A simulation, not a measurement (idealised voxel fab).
process module | voxel ribs on slabs
cross-section cut | 270 nm wide | cells 5 nm
A cross-section is a grid of square cells, given in bands from the top down. A band is one or more rows of cells.
Each band's line starts with the height of the band's top and of its bottom, in nm. Then come its materials from left to right, each with its width in nm. One material with "throughout" fills the band from edge to edge. "air" is empty space.
Height 0 is the level under which the wafer as received is all one material. The lowest band goes on downwards, as in "0 down".
A width such as "30 to 40" changes by the same amount from each row of cells to the next, from the band's top row to its bottom row.
"no change" after a step means that no cell of the cross-section changed.
closed voids: empty space of 8 cells or more with no open way to the top, each as width x height at its distance from the left edge, in nm
after a step's settings: what the simulator itself notes on the step
overlay nm, on a step with a mask: how far to the right of its planned place the mask lay; to the left if negative
plan
1 op RECEIVE | material Si
2 op DIRECTIONAL_DEP | material SiO2 | thk nm 30
3 op DIRECTIONAL_DEP | material SiN | thk nm 20
4 op MASKED_ETCH | tone cover | mask id RIB | width nm 20 | etch materials SiN | depth nm 15 | overlay nm 0
5 op MASKED_ETCH | tone cover | mask id SLAB | width nm 50 | etch materials SiN | depth nm 5 | overlay nm 0
6 op FILL_DEP | material SiO2 | thk nm 20
7 op CMP | height nm 65
8 op DIRECTIONAL_DEP | material TiN | thk nm 5
9 op DIRECTIONAL_DEP | material aC | thk nm 15
10 op PATTERN | tone cover | mask id HEATER | material resist | width nm 30 | thk nm 35 | overlay nm 0
11 op DIRECTIONAL_ETCH | etch materials aC | depth nm 15
12 op STRIP | etch materials resist
13 op DIRECTIONAL_ETCH | etch materials TiN | depth nm 5
14 op STRIP | etch materials aC
15 op CONFORMAL_DEP | material SiO2 | thk nm 5
as received, after step 1
  0 down: Si throughout
  closed voids: none
first wafer at the end, as planned
  75 to 70: air 115 | SiO2 40 | air 115
  70 to 65: SiO2 120 | TiN 30 | SiO2 120
  65 to 50: SiO2 throughout
  50 to 35: SiO2 125 | SiN 20 | SiO2 125
  35 to 30: SiO2 110 | SiN 50 | SiO2 110
  30 to 0: SiO2 throughout
  0 down: Si throughout
  closed voids: none
second wafer at the end: like start, like plan, one mistake
  65 to 60: air 115 | SiO2 40 | air 115
  60 to 55: SiO2 120 | TiN 30 | SiO2 120
  55 to 50: SiO2 throughout
  50 to 35: SiO2 125 | SiN 20 | SiO2 125
  35 to 30: SiO2 110 | SiN 50 | SiO2 110
  30 to 0: SiO2 throughout
  0 down: Si throughout
  closed voids: none
what went wrong: step 7 ran as: op CMP | height nm 55
at the end the second wafer has, in cells: 108 fewer of SiO2
